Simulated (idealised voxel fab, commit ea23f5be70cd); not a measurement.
process module | voxel transistor to metal
cross-section cut | 260 nm wide | cells 5 nm
A cross-section is a grid of square cells, given in bands from the top down. A band is one or more rows of cells.
Each band's line starts with the height of the band's top and of its bottom, in nm. Then come its materials from left to right, each with its width in nm. One material with "throughout" fills the band from edge to edge. "air" is empty space.
Height 0 is the level under which the wafer as received is all one material. The lowest band goes on downwards, as in "0 down".
A width such as "30 to 40" changes by the same amount from each row of cells to the next, from the band's top row to its bottom row.
"no change" after a step means that no cell of the cross-section changed.
closed voids: empty space of 8 cells or more with no open way to the top, each as width x height at its distance from the left edge, in nm
after a step's settings: what the simulator itself notes on the step
overlay nm, on a step with a mask: how far to the right of its planned place the mask lay; to the left if negative
plan
1 op RECEIVE | material Si
2 op CONFORMAL_DEP | material SiO2 | thk nm 5
3 op CONFORMAL_DEP | material SiN | thk nm 15
4 op PATTERN | tone cover | mask id ACTIVE | material resist | width nm 90 | pitch nm 120 | thk nm 20 | overlay nm 0
5 op DIRECTIONAL_ETCH | etch materials SiN | depth nm 15
6 op DIRECTIONAL_ETCH | etch materials SiO2 | depth nm 5
7 op DIRECTIONAL_ETCH | etch materials Si | depth nm 30
8 op STRIP | etch materials resist
9 op FILL_DEP | material SiO2 | thk nm 5
10 op CMP | height nm 20
11 op SELECTIVE_ETCH | etch materials SiO2 | depth nm 15
12 op STRIP | etch materials SiN
13 op SELECTIVE_ETCH | etch materials SiO2 | depth nm 5
14 op OXIDIZE | depth nm 5
15 op DIRECTIONAL_DEP | material polySi | thk nm 25
16 op DIRECTIONAL_DEP | material SiCN | thk nm 10
17 op MASKED_ETCH | tone cover | mask id GATE | width nm 20 | pitch nm 120 | etch materials SiCN | depth nm 20 | overlay nm 0
18 op MASKED_ETCH | tone cover | mask id GATE | width nm 20 | pitch nm 120 | etch materials polySi | depth nm 35 | overlay nm 0
19 op CONFORMAL_DEP | material SiN | thk nm 5
20 op DIRECTIONAL_ETCH | etch materials SiN | depth nm 5
21 op DIRECTIONAL_ETCH | etch materials SiO2 | depth nm 5
22 op EPI | material SiGe | thk nm 5
23 op FILL_DEP | material SiO2 | thk nm 5
24 op CMP | height nm 35
25 op DIRECTIONAL_DEP | material SiO2 | thk nm 10
26 op DIRECTIONAL_DEP | material aC | thk nm 15
27 op PATTERN | tone open | mask id CONTACT | material resist | width nm 25 | thk nm 30 | overlay nm 0
28 op DIRECTIONAL_ETCH | etch materials aC | depth nm 15
29 op STRIP | etch materials resist
30 op DIRECTIONAL_ETCH | etch materials SiO2 | depth nm 45
31 op STRIP | etch materials aC
32 op CONFORMAL_DEP | material TiN | thk nm 5
33 op FILL_DEP | material W | thk nm 10
34 op CMP | height nm 45
35 op CONFORMAL_DEP | material SiN | thk nm 5
36 op DIRECTIONAL_DEP | material SiO2 | thk nm 25
37 op DIRECTIONAL_DEP | material aC | thk nm 15
38 op PATTERN | tone open | mask id METAL_1 | material resist | width nm 15 | thk nm 35 | overlay nm 0
39 op DIRECTIONAL_ETCH | etch materials aC | depth nm 15
40 op STRIP | etch materials resist
41 op DIRECTIONAL_ETCH | etch materials SiO2 | depth nm 25
42 op DIRECTIONAL_ETCH | etch materials SiN | depth nm 5
43 op STRIP | etch materials aC
44 op CONFORMAL_DEP | material TiN | thk nm 5
45 op FILL_DEP | material Cu | thk nm 5
46 op CMP | height nm 75
47 op EPI | material Ru | thk nm 5
48 op FILL_DEP | material SiCN | thk nm 5
49 op DIRECTIONAL_DEP | material lowk | thk nm 25
50 op PATTERN | tone open | mask id METAL_2 | material resist | width nm 15 | pitch nm 120 | thk nm 15 | overlay nm 0
51 op DIRECTIONAL_ETCH | etch materials lowk | depth nm 15
52 op STRIP | etch materials resist
53 op DIRECTIONAL_DEP | material aC | thk nm 10
54 op PATTERN | tone open | mask id METAL_2_HOLES | material resist | width nm 15 | pitch nm 120 | thk nm 30 | overlay nm 0
55 op DIRECTIONAL_ETCH | etch materials aC | depth nm 10
56 op STRIP | etch materials resist
57 op DIRECTIONAL_ETCH | etch materials lowk | depth nm 10
58 op DIRECTIONAL_ETCH | etch materials SiCN | depth nm 5
59 op STRIP | etch materials aC
60 op CONFORMAL_DEP | material TiN | thk nm 5
61 op FILL_DEP | material Cu | thk nm 5
62 op CMP | height nm 110
63 op CONFORMAL_DEP | material SiN | thk nm 5
varied across the wafers: depth nm of step 13. The plan shows the first wafer's value. All wafers start alike
first wafer as received, after step 1
  0 down: Si throughout
  closed voids: none
each wafer at the end: cells of each material gained (+) or lost (-) since it was received, then its closed voids
depth nm 5 | +30 Cu | +20 Ru | -132 Si | +94 SiCN | +28 SiGe | +120 SiN | +508 SiO2 | +162 TiN | +96 W | +230 lowk | +40 polySi | closed voids: none
depth nm 10 | +30 Cu | +20 Ru | -136 Si | +94 SiCN | +24 SiGe | +124 SiN | +512 SiO2 | +162 TiN | +96 W | +230 lowk | +40 polySi | closed voids: none
depth nm 15 | +30 Cu | +20 Ru | -140 Si | +94 SiCN | +24 SiGe | +128 SiN | +512 SiO2 | +162 TiN | +96 W | +230 lowk | +40 polySi | closed voids: none
depth nm 20 | +30 Cu | +20 Ru | -144 Si | +94 SiCN | +24 SiGe | +132 SiN | +512 SiO2 | +162 TiN | +96 W | +230 lowk | +40 polySi | closed voids: none
